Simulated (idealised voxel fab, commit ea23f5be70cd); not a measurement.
process module | voxel transistor to metal
cross-section cut | 205 nm wide | cells 5 nm
A cross-section is a grid of square cells, given in bands from the top down. A band is one or more rows of cells.
Each band's line starts with the height of the band's top and of its bottom, in nm. Then come its materials from left to right, each with its width in nm. One material with "throughout" fills the band from edge to edge. "air" is empty space.
Height 0 is the level under which the wafer as received is all one material. The lowest band goes on downwards, as in "0 down".
A width such as "30 to 40" changes by the same amount from each row of cells to the next, from the band's top row to its bottom row.
"no change" after a step means that no cell of the cross-section changed.
closed voids: empty space of 8 cells or more with no open way to the top, each as width x height at its distance from the left edge, in nm
after a step's settings: what the simulator itself notes on the step
overlay nm, on a step with a mask: how far to the right of its planned place the mask lay; to the left if negative
Each pair below shows a cross-section before one step and the cross-section after it, down to the lowest band that changed. The line under each pair gives the step between them, with its settings. The pairs can come from different runs of this module on the same starting wafer, so a pair continues from the pair above only where its "before" says so.
before
  135 to 125: Cu throughout
  125 to 120: TiN 65 | Cu 10 | TiN 55 | Cu 10 | TiN 65
  120 to 110: SiO2 60 | TiN 5 | Cu 10 | TiN 5 | SiO2 45 | TiN 5 | Cu 10 | TiN 5 | SiO2 60
  110 to 105: SiO2 60 | TiN 5 | Cu 5 | TiN 10 | SiO2 45 | TiN 5 | Cu 5 | TiN 10 | SiO2 60
  105 to 90: SiO2 60 | TiN 5 | Cu 5 | TiN 5 | SiO2 50 | TiN 5 | Cu 5 | TiN 5 | SiO2 65
  90 to 85: SiCN 60 | TiN 15 | SiCN 50 | TiN 15 | SiCN 65
  85 to 65: lowk 60 | TiN 5 | Cu 10 | TiN 5 | lowk 45 | TiN 5 | Cu 10 | TiN 5 | lowk 60
  65 to 60: SiCN 60 | TiN 20 | SiCN 45 | TiN 20 | SiCN 60
  60 to 55: W throughout
  55 to 50: TiN 65 | W 10 | TiN 55 | W 10 | TiN 65
  50 to 35: SiO2 60 | TiN 5 | W 10 | TiN 5 | SiO2 45 | TiN 5 | W 10 | TiN 5 | SiO2 60
  35 to 30: SiO2 60 | TiN 5 | W 10 | TiN 5 | SiO2 10 | SiN 5 | SiCN 15 | SiN 5 | SiO2 10 | TiN 5 | W 10 | TiN 5 | SiO2 60
  30 to 20: SiO2 60 | TiN 5 | W 10 | TiN 5 | SiO2 10 | SiN 5 | polySi 15 | SiN 5 | SiO2 10 | TiN 5 | W 10 | TiN 5 | SiO2 60
  20 to 15: SiO2 60 | TiN 20 | SiO2 10 | SiN 5 | polySi 15 | SiN 5 | SiO2 10 | TiN 20 | SiO2 60
  15 to 0: SiO2 60 | TiN 10 | pSi 20 | SiN 5 | polySi 15 | SiN 5 | pSi 20 | TiN 10 | SiO2 60
  0 to -5: SiO2 50 | pSi 40 | SiO2 25 | pSi 40 | SiO2 50
  -5 to -20: SiO2 55 | pSi 35 | Si 25 | pSi 35 | SiO2 55
  -20 to -25: SiO2 55 | Si 95 | SiO2 55
  -25 down: Si throughout
  closed voids: none
after
  120 to 110: SiO2 60 | TiN 5 | Cu 10 | TiN 5 | SiO2 45 | TiN 5 | Cu 10 | TiN 5 | SiO2 60
  below 110: unchanged
  closed voids: none
the step between: op CMP | height nm 120
before: the cross-section after the pair above
after
  125 to 120: SiCN throughout
  below 120: unchanged
  closed voids: none
the step between: op CONFORMAL_DEP | material SiCN | thk nm 5
before
  120 to 90: SiO2 60 | air 15 | SiO2 50 | air 15 | SiO2 65
  90 to 85: SiCN throughout
  85 to 65: lowk 60 | TiN 5 | Cu 10 | TiN 5 | lowk 45 | TiN 5 | Cu 10 | TiN 5 | lowk 60
  65 to 60: SiCN 60 | TiN 20 | SiCN 45 | TiN 20 | SiCN 60
  60 to 45: SiO2 60 | TiN 5 | W 10 | TiN 5 | SiO2 45 | TiN 5 | W 10 | TiN 5 | SiO2 60
  45 to 30: SiO2 60 | TiN 5 | W 10 | TiN 5 | SiO2 10 | SiN 5 | SiCN 15 | SiN 5 | SiO2 10 | TiN 5 | W 10 | TiN 5 | SiO2 60
  30 to 20: SiO2 60 | TiN 5 | W 10 | TiN 5 | SiO2 10 | SiN 5 | polySi 15 | SiN 5 | SiO2 10 | TiN 5 | W 10 | TiN 5 | SiO2 60
  20 to 15: SiO2 60 | TiN 20 | SiO2 10 | SiN 5 | polySi 15 | SiN 5 | SiO2 10 | TiN 20 | SiO2 60
  15 to 0: SiO2 60 | TiN 10 | pSi 20 | SiN 5 | polySi 15 | SiN 5 | pSi 20 | TiN 10 | SiO2 60
  0 to -5: SiO2 50 | pSi 40 | SiO2 25 | pSi 40 | SiO2 50
  -5 to -20: SiO2 55 | pSi 35 | Si 25 | pSi 35 | SiO2 55
  -20 to -25: SiO2 55 | Si 95 | SiO2 55
  -25 down: Si throughout
  closed voids: none
after
  120 to 105: SiO2 55 | air 30 | SiO2 35 | air 30 | SiO2 55
  below 105: unchanged
  closed voids: none
the step between: op MASKED_ETCH | tone open | mask id METAL_2 | width nm 30 | pitch nm 65 | etch materials SiO2 | depth nm 15 | overlay nm 0
before: the cross-section after the pair above
after
  120 to 105: SiO2 55 | air 30 | SiO2 35 | air 30 | SiO2 55
  105 to 90: SiO2 60 | air 15 | SiO2 50 | air 15 | SiO2 65
  90 to 85: SiCN 60 | air 15 | SiCN 50 | air 15 | SiCN 65
  below 85: unchanged
  closed voids: none
the step between: op MASKED_ETCH | tone open | mask id METAL_2 | width nm 20 | pitch nm 65 | etch materials SiCN | depth nm 5 | overlay nm 0
before: the cross-section after the pair above
after
  125 to 120: TiN 60 | air 20 | TiN 45 | air 20 | TiN 60
  120 to 110: SiO2 55 | TiN 5 | air 20 | TiN 5 | SiO2 35 | TiN 5 | air 20 | TiN 5 | SiO2 55
  110 to 105: SiO2 55 | TiN 10 | air 5 | TiN 15 | SiO2 35 | TiN 10 | air 5 | TiN 15 | SiO2 55
  105 to 90: SiO2 60 | TiN 5 | air 5 | TiN 5 | SiO2 50 | TiN 5 | air 5 | TiN 5 | SiO2 65
  90 to 85: SiCN 60 | TiN 15 | SiCN 50 | TiN 15 | SiCN 65
  below 85: unchanged
  closed voids: none
the step between: op CONFORMAL_DEP | material TiN | thk nm 5
before: the cross-section after the pair above
after
  135 to 125: Cu throughout
  125 to 120: TiN 60 | Cu 20 | TiN 45 | Cu 20 | TiN 60
  120 to 110: SiO2 55 | TiN 5 | Cu 20 | TiN 5 | SiO2 35 | TiN 5 | Cu 20 | TiN 5 | SiO2 55
  110 to 105: SiO2 55 | TiN 10 | Cu 5 | TiN 15 | SiO2 35 | TiN 10 | Cu 5 | TiN 15 | SiO2 55
  105 to 90: SiO2 60 | TiN 5 | Cu 5 | TiN 5 | SiO2 50 | TiN 5 | Cu 5 | TiN 5 | SiO2 65
  below 90: unchanged
  closed voids: none
the step between: op FILL_DEP | material Cu | thk nm 10
before: the cross-section after the pair above
after
  120 to 110: SiO2 55 | TiN 5 | Cu 20 | TiN 5 | SiO2 35 | TiN 5 | Cu 20 | TiN 5 | SiO2 55
  below 110: unchanged
  closed voids: none
the step between: op CMP | height nm 120
before: the cross-section after the pair above
after
  125 to 120: SiCN throughout
  below 120: unchanged
  closed voids: none
the step between: op CONFORMAL_DEP | material SiCN | thk nm 5
before
  60 to 45: SiO2 throughout
  45 to 30: SiO2 90 | SiN 5 | SiCN 15 | SiN 5 | SiO2 90
  30 to 15: SiO2 90 | SiN 5 | polySi 15 | SiN 5 | SiO2 90
  15 to 0: SiO2 70 | pSi 20 | SiN 5 | polySi 15 | SiN 5 | pSi 20 | SiO2 70
  0 to -5: SiO2 50 | pSi 40 | SiO2 25 | pSi 40 | SiO2 50
  -5 to -20: SiO2 55 | pSi 35 | Si 25 | pSi 35 | SiO2 55
  -20 to -25: SiO2 55 | Si 95 | SiO2 55
  -25 down: Si throughout
  closed voids: none
after
  75 to 60: resist 50 | air 20 | resist 45 | air 20 | resist 70
  below 60: unchanged
  closed voids: none
the step between: op PATTERN | tone open | mask id CONTACT | material resist | width nm 20 | pitch nm 65 | thk nm 15 | overlay nm -10
before: the cross-section after the pair above
after
  75 to 60: resist 50 | air 20 | resist 45 | air 20 | resist 70
  60 to 45: SiO2 50 | air 20 | SiO2 45 | air 20 | SiO2 70
  45 to 30: SiO2 50 | air 20 | SiO2 20 | SiN 5 | SiCN 15 | SiN 5 | air 20 | SiO2 70
  30 to 15: SiO2 50 | air 20 | SiO2 20 | SiN 5 | polySi 15 | SiN 5 | air 20 | SiO2 70
  15 to 0: SiO2 50 | air 20 | pSi 20 | SiN 5 | polySi 15 | SiN 5 | pSi 20 | SiO2 70
  below 0: unchanged
  closed voids: none
the step between: op DIRECTIONAL_ETCH | etch materials SiO2 | depth nm 60
before: the cross-section after the pair above
after
  60 to 45: SiO2 50 | air 20 | SiO2 45 | air 20 | SiO2 70
  below 45: unchanged
  closed voids: none
the step between: op STRIP | etch materials resist
before: the cross-section after the pair above
after
  65 to 60: TiN 55 | air 10 | TiN 55 | air 10 | TiN 75
  60 to 45: SiO2 50 | TiN 5 | air 10 | TiN 5 | SiO2 45 | TiN 5 | air 10 | TiN 5 | SiO2 70
  45 to 30: SiO2 50 | TiN 5 | air 10 | TiN 5 | SiO2 20 | SiN 5 | SiCN 15 | SiN 5 | TiN 5 | air 10 | TiN 5 | SiO2 70
  30 to 20: SiO2 50 | TiN 5 | air 10 | TiN 5 | SiO2 20 | SiN 5 | polySi 15 | SiN 5 | TiN 5 | air 10 | TiN 5 | SiO2 70
  20 to 15: SiO2 50 | TiN 5 | air 10 | TiN 5 | SiO2 20 | SiN 5 | polySi 15 | SiN 5 | TiN 20 | SiO2 70
  15 to 5: SiO2 50 | TiN 5 | air 10 | TiN 5 | pSi 20 | SiN 5 | polySi 15 | SiN 5 | pSi 20 | SiO2 70
  5 to 0: SiO2 50 | TiN 20 | pSi 20 | SiN 5 | polySi 15 | SiN 5 | pSi 20 | SiO2 70
  below 0: unchanged
  closed voids: none
the step between: op CONFORMAL_DEP | material TiN | thk nm 5
before: the cross-section after the pair above
after
  75 to 65: W throughout
  65 to 60: TiN 55 | W 10 | TiN 55 | W 10 | TiN 75
  60 to 45: SiO2 50 | TiN 5 | W 10 | TiN 5 | SiO2 45 | TiN 5 | W 10 | TiN 5 | SiO2 70
  45 to 30: SiO2 50 | TiN 5 | W 10 | TiN 5 | SiO2 20 | SiN 5 | SiCN 15 | SiN 5 | TiN 5 | W 10 | TiN 5 | SiO2 70
  30 to 20: SiO2 50 | TiN 5 | W 10 | TiN 5 | SiO2 20 | SiN 5 | polySi 15 | SiN 5 | TiN 5 | W 10 | TiN 5 | SiO2 70
  20 to 15: SiO2 50 | TiN 5 | W 10 | TiN 5 | SiO2 20 | SiN 5 | polySi 15 | SiN 5 | TiN 20 | SiO2 70
  15 to 5: SiO2 50 | TiN 5 | W 10 | TiN 5 | pSi 20 | SiN 5 | polySi 15 | SiN 5 | pSi 20 | SiO2 70
  below 5: unchanged
  closed voids: none
the step between: op FILL_DEP | material W | thk nm 10
before: the cross-section after the pair above
after
  60 to 45: SiO2 50 | TiN 5 | W 10 | TiN 5 | SiO2 45 | TiN 5 | W 10 | TiN 5 | SiO2 70
  below 45: unchanged
  closed voids: none
the step between: op CMP | height nm 60
before: the cross-section after the pair above
after
  65 to 60: SiCN throughout
  below 60: unchanged
  closed voids: none
the step between: op CONFORMAL_DEP | material SiCN | thk nm 5
before: the cross-section after the pair above
after
  85 to 65: lowk throughout
  below 65: unchanged
  closed voids: none
the step between: op DIRECTIONAL_DEP | material lowk | thk nm 20
before: the cross-section after the pair above
after
  85 to 65: lowk 60 | air 20 | lowk 45 | air 20 | lowk 60
  below 65: unchanged
  closed voids: none
the step between: op MASKED_ETCH | tone open | mask id METAL_1 | width nm 20 | pitch nm 65 | etch materials lowk | depth nm 20 | overlay nm 0
before: the cross-section after the pair above
after
  85 to 65: lowk 60 | air 20 | lowk 45 | air 20 | lowk 60
  65 to 60: SiCN 60 | air 20 | SiCN 45 | air 20 | SiCN 60
  below 60: unchanged
  closed voids: none
the step between: op MASKED_ETCH | tone open | mask id METAL_1 | width nm 20 | pitch nm 65 | etch materials SiCN | depth nm 5 | overlay nm 0
before: the cross-section after the pair above
after
  90 to 85: TiN 65 | air 10 | TiN 55 | air 10 | TiN 65
  85 to 65: lowk 60 | TiN 5 | air 10 | TiN 5 | lowk 45 | TiN 5 | air 10 | TiN 5 | lowk 60
  65 to 60: SiCN 60 | TiN 20 | SiCN 45 | TiN 20 | SiCN 60
  below 60: unchanged
  closed voids: none
the step between: op CONFORMAL_DEP | material TiN | thk nm 5
before: the cross-section after the pair above
after
  95 to 90: Cu throughout
  90 to 85: TiN 65 | Cu 10 | TiN 55 | Cu 10 | TiN 65
  85 to 65: lowk 60 | TiN 5 | Cu 10 | TiN 5 | lowk 45 | TiN 5 | Cu 10 | TiN 5 | lowk 60
  below 65: unchanged
  closed voids: none
the step between: op FILL_DEP | material Cu | thk nm 5
before: the cross-section after the pair above
after
  85 to 65: lowk 60 | TiN 5 | Cu 10 | TiN 5 | lowk 45 | TiN 5 | Cu 10 | TiN 5 | lowk 60
  below 65: unchanged
  closed voids: none
the step between: op CMP | height nm 85
before: the cross-section after the pair above
after
  90 to 85: SiCN throughout
  below 85: unchanged
  closed voids: none
the step between: op CONFORMAL_DEP | material SiCN | thk nm 5
before: the cross-section after the pair above
after
  120 to 90: SiO2 throughout
  below 90: unchanged
  closed voids: none
the step between: op DIRECTIONAL_DEP | material SiO2 | thk nm 30
before: the cross-section after the pair above
after
  135 to 120: resist 60 | air 15 | resist 50 | air 15 | resist 65
  below 120: unchanged
  closed voids: none
the step between: op PATTERN | tone open | mask id METAL_2_HOLES | material resist | width nm 15 | pitch nm 65 | thk nm 15 | overlay nm 0
before: the cross-section after the pair above
after
  135 to 120: resist 60 | air 15 | resist 50 | air 15 | resist 65
  120 to 90: SiO2 60 | air 15 | SiO2 50 | air 15 | SiO2 65
  below 90: unchanged
  closed voids: none
the step between: op DIRECTIONAL_ETCH | etch materials SiO2 | depth nm 30
before: the cross-section after the pair above
after
  120 to 90: SiO2 60 | air 15 | SiO2 50 | air 15 | SiO2 65
  below 90: unchanged
  closed voids: none
the step between: op STRIP | etch materials resist
before: the cross-section after the pair above
after
  120 to 105: SiO2 60 | air 20 | SiO2 45 | air 20 | SiO2 60
  below 105: unchanged
  closed voids: none
the step between: op MASKED_ETCH | tone open | mask id METAL_2 | width nm 20 | pitch nm 65 | etch materials SiO2 | depth nm 15 | overlay nm 0
before: the cross-section after the pair above
after
  120 to 105: SiO2 60 | air 20 | SiO2 45 | air 20 | SiO2 60
  105 to 90: SiO2 60 | air 15 | SiO2 50 | air 15 | SiO2 65
  90 to 85: SiCN 60 | air 15 | SiCN 50 | air 15 | SiCN 65
  below 85: unchanged
  closed voids: none
the step between: op MASKED_ETCH | tone open | mask id METAL_2 | width nm 20 | pitch nm 65 | etch materials SiCN | depth nm 5 | overlay nm 0
before: the cross-section after the pair above
after
  125 to 120: TiN 65 | air 10 | TiN 55 | air 10 | TiN 65
  120 to 110: SiO2 60 | TiN 5 | air 10 | TiN 5 | SiO2 45 | TiN 5 | air 10 | TiN 5 | SiO2 60
  110 to 105: SiO2 60 | TiN 5 | air 5 | TiN 10 | SiO2 45 | TiN 5 | air 5 | TiN 10 | SiO2 60
  105 to 90: SiO2 60 | TiN 5 | air 5 | TiN 5 | SiO2 50 | TiN 5 | air 5 | TiN 5 | SiO2 65
  90 to 85: SiCN 60 | TiN 15 | SiCN 50 | TiN 15 | SiCN 65
  below 85: unchanged
  closed voids: none
the step between: op CONFORMAL_DEP | material TiN | thk nm 5
before: the cross-section after the pair above
after
  135 to 125: Cu throughout
  125 to 120: TiN 65 | Cu 10 | TiN 55 | Cu 10 | TiN 65
  120 to 110: SiO2 60 | TiN 5 | Cu 10 | TiN 5 | SiO2 45 | TiN 5 | Cu 10 | TiN 5 | SiO2 60
  110 to 105: SiO2 60 | TiN 5 | Cu 5 | TiN 10 | SiO2 45 | TiN 5 | Cu 5 | TiN 10 | SiO2 60
  105 to 90: SiO2 60 | TiN 5 | Cu 5 | TiN 5 | SiO2 50 | TiN 5 | Cu 5 | TiN 5 | SiO2 65
  below 90: unchanged
  closed voids: none
the step between: op FILL_DEP | material Cu | thk nm 10
before: the cross-section after the pair above
after
  120 to 110: SiO2 60 | TiN 5 | Cu 10 | TiN 5 | SiO2 45 | TiN 5 | Cu 10 | TiN 5 | SiO2 60
  below 110: unchanged
  closed voids: none
the step between: op CMP | height nm 120
before: the cross-section after the pair above
after
  125 to 120: SiCN throughout
  below 120: unchanged
  closed voids: none
the step between: op CONFORMAL_DEP | material SiCN | thk nm 5
before
  0 to -5: SiO2 throughout
  -5 to -25: SiO2 55 | Si 95 | SiO2 55
  -25 down: Si throughout
  closed voids: none
after
  30 to 0: lowk throughout
  below 0: unchanged
  closed voids: none
the step between: op DIRECTIONAL_DEP | material lowk | thk nm 30
before: the cross-section after the pair above
after
  45 to 30: SiCN throughout
  below 30: unchanged
  closed voids: none
the step between: op DIRECTIONAL_DEP | material SiCN | thk nm 15
before: the cross-section after the pair above
after
  60 to 45: aC throughout
  below 45: unchanged
  closed voids: none
the step between: op DIRECTIONAL_DEP | material aC | thk nm 15
before: the cross-section after the pair above
after
  95 to 60: air 95 | resist 15 | air 95
  below 60: unchanged
  closed voids: none
the step between: op PATTERN | tone cover | mask id GATE | material resist | width nm 15 | thk nm 35 | overlay nm 0
before: the cross-section after the pair above
after
  80 to 60: air 95 | resist 15 | air 95
  60 to 45: air 95 | aC 15 | air 95
  below 45: unchanged
  closed voids: none
the step between: op DIRECTIONAL_ETCH | etch materials aC | depth nm 15
before: the cross-section after the pair above
after
  60 to 45: air 95 | aC 15 | air 95
  below 45: unchanged
  closed voids: none
the step between: op STRIP | etch materials resist
before: the cross-section after the pair above
after
  60 to 45: air 95 | aC 15 | air 95
  45 to 30: air 95 | SiCN 15 | air 95
  below 30: unchanged
  closed voids: none
the step between: op DIRECTIONAL_ETCH | etch materials SiCN | depth nm 25
before: the cross-section after the pair above
after
  45 to 30: air 95 | SiCN 15 | air 95
  below 30: unchanged
  closed voids: none
the step between: op STRIP | etch materials aC
before: the cross-section after the pair above
after
  50 to 45: air 90 | SiN 25 | air 90
  45 to 35: air 90 | SiN 5 | SiCN 15 | SiN 5 | air 90
  35 to 30: SiN 95 | SiCN 15 | SiN 95
  below 30: unchanged
  closed voids: none
the step between: op CONFORMAL_DEP | material SiN | thk nm 5
before: the cross-section after the pair above
after
  45 to 30: air 90 | SiN 5 | SiCN 15 | SiN 5 | air 90
  below 30: unchanged
  closed voids: none
the step between: op DIRECTIONAL_ETCH | etch materials SiN | depth nm 5
before: the cross-section after the pair above
after
  50 to 45: SiO2 throughout
  45 to 30: SiO2 90 | SiN 5 | SiCN 15 | SiN 5 | SiO2 90
  below 30: unchanged
  closed voids: none
the step between: op FILL_DEP | material SiO2 | thk nm 5
before: the cross-section after the pair above
after
  45 to 30: SiO2 90 | SiN 5 | SiCN 15 | SiN 5 | SiO2 90
  below 30: unchanged
  closed voids: none
the step between: op CMP | height nm 45
before: the cross-section after the pair above
after
  60 to 45: SiO2 throughout
  below 45: unchanged
  closed voids: none
the step between: op DIRECTIONAL_DEP | material SiO2 | thk nm 15
before: the cross-section after the pair above
after
  75 to 60: resist 60 | air 20 | resist 45 | air 20 | resist 60
  below 60: unchanged
  closed voids: none
the step between: op PATTERN | tone open | mask id CONTACT | material resist | width nm 20 | pitch nm 65 | thk nm 15 | overlay nm 0
before: the cross-section after the pair above
after
  75 to 60: resist 60 | air 20 | resist 45 | air 20 | resist 60
  60 to 45: SiO2 60 | air 20 | SiO2 45 | air 20 | SiO2 60
  45 to 30: SiO2 60 | air 20 | SiO2 10 | SiN 5 | SiCN 15 | SiN 5 | SiO2 10 | air 20 | SiO2 60
  below 30: unchanged
  closed voids: none
the step between: op DIRECTIONAL_ETCH | etch materials SiO2 | depth nm 60
before: the cross-section after the pair above
after
  60 to 45: SiO2 60 | air 20 | SiO2 45 | air 20 | SiO2 60
  below 45: unchanged
  closed voids: none
the step between: op STRIP | etch materials resist
before: the cross-section after the pair above
after
  65 to 60: TiN 65 | air 10 | TiN 55 | air 10 | TiN 65
  60 to 45: SiO2 60 | TiN 5 | air 10 | TiN 5 | SiO2 45 | TiN 5 | air 10 | TiN 5 | SiO2 60
  45 to 35: SiO2 60 | TiN 5 | air 10 | TiN 5 | SiO2 10 | SiN 5 | SiCN 15 | SiN 5 | SiO2 10 | TiN 5 | air 10 | TiN 5 | SiO2 60
  35 to 30: SiO2 60 | TiN 20 | SiO2 10 | SiN 5 | SiCN 15 | SiN 5 | SiO2 10 | TiN 20 | SiO2 60
  below 30: unchanged
  closed voids: none
the step between: op CONFORMAL_DEP | material TiN | thk nm 5
before: the cross-section after the pair above
after
  75 to 65: W throughout
  65 to 60: TiN 65 | W 10 | TiN 55 | W 10 | TiN 65
  60 to 45: SiO2 60 | TiN 5 | W 10 | TiN 5 | SiO2 45 | TiN 5 | W 10 | TiN 5 | SiO2 60
  45 to 35: SiO2 60 | TiN 5 | W 10 | TiN 5 | SiO2 10 | SiN 5 | SiCN 15 | SiN 5 | SiO2 10 | TiN 5 | W 10 | TiN 5 | SiO2 60
  below 35: unchanged
  closed voids: none
the step between: op FILL_DEP | material W | thk nm 10
before: the cross-section after the pair above
after
  60 to 45: SiO2 60 | TiN 5 | W 10 | TiN 5 | SiO2 45 | TiN 5 | W 10 | TiN 5 | SiO2 60
  below 45: unchanged
  closed voids: none
the step between: op CMP | height nm 60
before: the cross-section after the pair above
after
  65 to 60: SiCN throughout
  below 60: unchanged
  closed voids: none
the step between: op CONFORMAL_DEP | material SiCN | thk nm 5
before: the cross-section after the pair above
after
  85 to 65: lowk throughout
  below 65: unchanged
  closed voids: none
the step between: op DIRECTIONAL_DEP | material lowk | thk nm 20
before: the cross-section after the pair above
after
  85 to 65: lowk 60 | air 20 | lowk 45 | air 20 | lowk 60
  below 65: unchanged
  closed voids: none
the step between: op MASKED_ETCH | tone open | mask id METAL_1 | width nm 20 | pitch nm 65 | etch materials lowk | depth nm 20 | overlay nm 0
before: the cross-section after the pair above
after
  85 to 65: lowk 60 | air 20 | lowk 45 | air 20 | lowk 60
  65 to 60: SiCN 60 | air 20 | SiCN 45 | air 20 | SiCN 60
  below 60: unchanged
  closed voids: none
the step between: op MASKED_ETCH | tone open | mask id METAL_1 | width nm 20 | pitch nm 65 | etch materials SiCN | depth nm 5 | overlay nm 0
before: the cross-section after the pair above
after
  90 to 85: TiN 65 | air 10 | TiN 55 | air 10 | TiN 65
  85 to 65: lowk 60 | TiN 5 | air 10 | TiN 5 | lowk 45 | TiN 5 | air 10 | TiN 5 | lowk 60
  65 to 60: SiCN 60 | TiN 20 | SiCN 45 | TiN 20 | SiCN 60
  below 60: unchanged
  closed voids: none
the step between: op CONFORMAL_DEP | material TiN | thk nm 5
before: the cross-section after the pair above
after
  95 to 90: Cu throughout
  90 to 85: TiN 65 | Cu 10 | TiN 55 | Cu 10 | TiN 65
  85 to 65: lowk 60 | TiN 5 | Cu 10 | TiN 5 | lowk 45 | TiN 5 | Cu 10 | TiN 5 | lowk 60
  below 65: unchanged
  closed voids: none
the step between: op FILL_DEP | material Cu | thk nm 5
before: the cross-section after the pair above
after
  85 to 65: lowk 60 | TiN 5 | Cu 10 | TiN 5 | lowk 45 | TiN 5 | Cu 10 | TiN 5 | lowk 60
  below 65: unchanged
  closed voids: none
the step between: op CMP | height nm 85
before: the cross-section after the pair above
after
  90 to 85: SiCN throughout
  below 85: unchanged
  closed voids: none
the step between: op CONFORMAL_DEP | material SiCN | thk nm 5
before: the cross-section after the pair above
after
  120 to 90: SiO2 throughout
  below 90: unchanged
  closed voids: none
the step between: op DIRECTIONAL_DEP | material SiO2 | thk nm 30
before: the cross-section after the pair above
after
  135 to 120: resist 60 | air 15 | resist 50 | air 15 | resist 65
  below 120: unchanged
  closed voids: none
the step between: op PATTERN | tone open | mask id METAL_2_HOLES | material resist | width nm 15 | pitch nm 65 | thk nm 15 | overlay nm 0
before: the cross-section after the pair above
after
  135 to 120: resist 60 | air 15 | resist 50 | air 15 | resist 65
  120 to 90: SiO2 60 | air 15 | SiO2 50 | air 15 | SiO2 65
  below 90: unchanged
  closed voids: none
the step between: op DIRECTIONAL_ETCH | etch materials SiO2 | depth nm 30
before: the cross-section after the pair above
after
  120 to 90: SiO2 60 | air 15 | SiO2 50 | air 15 | SiO2 65
  below 90: unchanged
  closed voids: none
the step between: op STRIP | etch materials resist
before: the cross-section after the pair above
after
  120 to 105: SiO2 60 | air 20 | SiO2 45 | air 20 | SiO2 60
  below 105: unchanged
  closed voids: none
the step between: op MASKED_ETCH | tone open | mask id METAL_2 | width nm 20 | pitch nm 65 | etch materials SiO2 | depth nm 15 | overlay nm 0
before: the cross-section after the pair above
after
  120 to 105: SiO2 60 | air 20 | SiO2 45 | air 20 | SiO2 60
  105 to 90: SiO2 60 | air 15 | SiO2 50 | air 15 | SiO2 65
  90 to 85: SiCN 60 | air 15 | SiCN 50 | air 15 | SiCN 65
  below 85: unchanged
  closed voids: none
the step between: op MASKED_ETCH | tone open | mask id METAL_2 | width nm 20 | pitch nm 65 | etch materials SiCN | depth nm 5 | overlay nm 0
before: the cross-section after the pair above
after
  125 to 120: TiN 65 | air 10 | TiN 55 | air 10 | TiN 65
  120 to 110: SiO2 60 | TiN 5 | air 10 | TiN 5 | SiO2 45 | TiN 5 | air 10 | TiN 5 | SiO2 60
  110 to 105: SiO2 60 | TiN 5 | air 5 | TiN 10 | SiO2 45 | TiN 5 | air 5 | TiN 10 | SiO2 60
  105 to 90: SiO2 60 | TiN 5 | air 5 | TiN 5 | SiO2 50 | TiN 5 | air 5 | TiN 5 | SiO2 65
  90 to 85: SiCN 60 | TiN 15 | SiCN 50 | TiN 15 | SiCN 65
  below 85: unchanged
  closed voids: none
the step between: op CONFORMAL_DEP | material TiN | thk nm 5
before: the cross-section after the pair above
after
  135 to 125: Cu throughout
  125 to 120: TiN 65 | Cu 10 | TiN 55 | Cu 10 | TiN 65
  120 to 110: SiO2 60 | TiN 5 | Cu 10 | TiN 5 | SiO2 45 | TiN 5 | Cu 10 | TiN 5 | SiO2 60
  110 to 105: SiO2 60 | TiN 5 | Cu 5 | TiN 10 | SiO2 45 | TiN 5 | Cu 5 | TiN 10 | SiO2 60
  105 to 90: SiO2 60 | TiN 5 | Cu 5 | TiN 5 | SiO2 50 | TiN 5 | Cu 5 | TiN 5 | SiO2 65
  below 90: unchanged
  closed voids: none
the step between: op FILL_DEP | material Cu | thk nm 10
before: the cross-section after the pair above
after
  120 to 110: SiO2 60 | TiN 5 | Cu 10 | TiN 5 | SiO2 45 | TiN 5 | Cu 10 | TiN 5 | SiO2 60
  below 110: unchanged
  closed voids: none
the step between: op CMP | height nm 120
before: the cross-section after the pair above
after
  125 to 120: SiCN throughout
  below 120: unchanged
  closed voids: none
the step between: op CONFORMAL_DEP | material SiCN | thk nm 5
before
  60 to 45: aC throughout
  45 to 30: SiCN throughout
  30 to 0: polySi throughout
  0 to -5: SiO2 throughout
  -5 to -25: SiO2 55 | Si 95 | SiO2 55
  -25 down: Si throughout
  closed voids: none
after
  95 to 60: resist 95 | air 15 | resist 95
  below 60: unchanged
  closed voids: none
the step between: op PATTERN | tone open | mask id GATE | material resist | width nm 15 | thk nm 35 | overlay nm 0
before: the cross-section after the pair above
after
  80 to 60: resist 95 | air 15 | resist 95
  60 to 45: aC 95 | air 15 | aC 95
  below 45: unchanged
  closed voids: none
the step between: op DIRECTIONAL_ETCH | etch materials aC | depth nm 15
before: the cross-section after the pair above
after
  60 to 45: aC 95 | air 15 | aC 95
  below 45: unchanged
  closed voids: none
the step between: op STRIP | etch materials resist
before: the cross-section after the pair above
after
  60 to 45: aC 95 | air 15 | aC 95
  45 to 30: SiCN 95 | air 15 | SiCN 95
  below 30: unchanged
  closed voids: none
the step between: op DIRECTIONAL_ETCH | etch materials SiCN | depth nm 25
before: the cross-section after the pair above
after
  60 to 45: aC 95 | air 15 | aC 95
  45 to 30: SiCN 95 | air 15 | SiCN 95
  30 to 0: polySi 95 | air 15 | polySi 95
  below 0: unchanged
  closed voids: none
the step between: op DIRECTIONAL_ETCH | etch materials polySi | depth nm 40
before: the cross-section after the pair above
after
  45 to 30: SiCN 95 | air 15 | SiCN 95
  below 30: unchanged
  closed voids: none
the step between: op STRIP | etch materials aC
before: the cross-section after the pair above
after
  50 to 45: SiN 100 | air 5 | SiN 100
  45 to 30: SiCN 95 | SiN 5 | air 5 | SiN 5 | SiCN 95
  30 to 5: polySi 95 | SiN 5 | air 5 | SiN 5 | polySi 95
  5 to 0: polySi 95 | SiN 15 | polySi 95
  below 0: unchanged
  closed voids: none
the step between: op CONFORMAL_DEP | material SiN | thk nm 5
before: the cross-section after the pair above
after
  45 to 30: SiCN 95 | SiN 5 | air 5 | SiN 5 | SiCN 95
  30 to 0: polySi 95 | SiN 5 | air 5 | SiN 5 | polySi 95
  below 0: unchanged
  closed voids: none
the step between: op DIRECTIONAL_ETCH | etch materials SiN | depth nm 5
before: the cross-section after the pair above
after
  45 to 30: SiCN 95 | SiN 5 | air 5 | SiN 5 | SiCN 95
  30 to 0: polySi 95 | SiN 5 | air 5 | SiN 5 | polySi 95
  0 to -5: SiO2 100 | air 5 | SiO2 100
  below -5: unchanged
  closed voids: none
the step between: op DIRECTIONAL_ETCH | etch materials SiO2 | depth nm 5
before: the cross-section after the pair above
after
  45 to 30: SiCN 95 | SiN 5 | air 5 | SiN 5 | SiCN 95
  30 to 0: polySi 95 | SiN 5 | air 5 | SiN 5 | polySi 95
  0 to -5: SiO2 100 | air 5 | SiO2 100
  -5 to -20: SiO2 55 | Si 45 | air 5 | Si 45 | SiO2 55
  below -20: unchanged
  closed voids: none
the step between: op DIRECTIONAL_ETCH | etch materials Si | depth nm 15
before: the cross-section after the pair above
after
  45 to 30: SiCN 95 | SiN 5 | air 5 | SiN 5 | SiCN 95
  30 to 15: polySi 95 | SiN 5 | air 5 | SiN 5 | polySi 95
  15 to 0: polySi 95 | SiN 5 | pSi 5 | SiN 5 | polySi 95
  0 to -5: SiO2 100 | pSi 5 | SiO2 100
  -5 to -20: SiO2 55 | Si 45 | pSi 5 | Si 45 | SiO2 55
  below -20: unchanged
  closed voids: none
the step between: op EPI | material pSi | thk nm 20
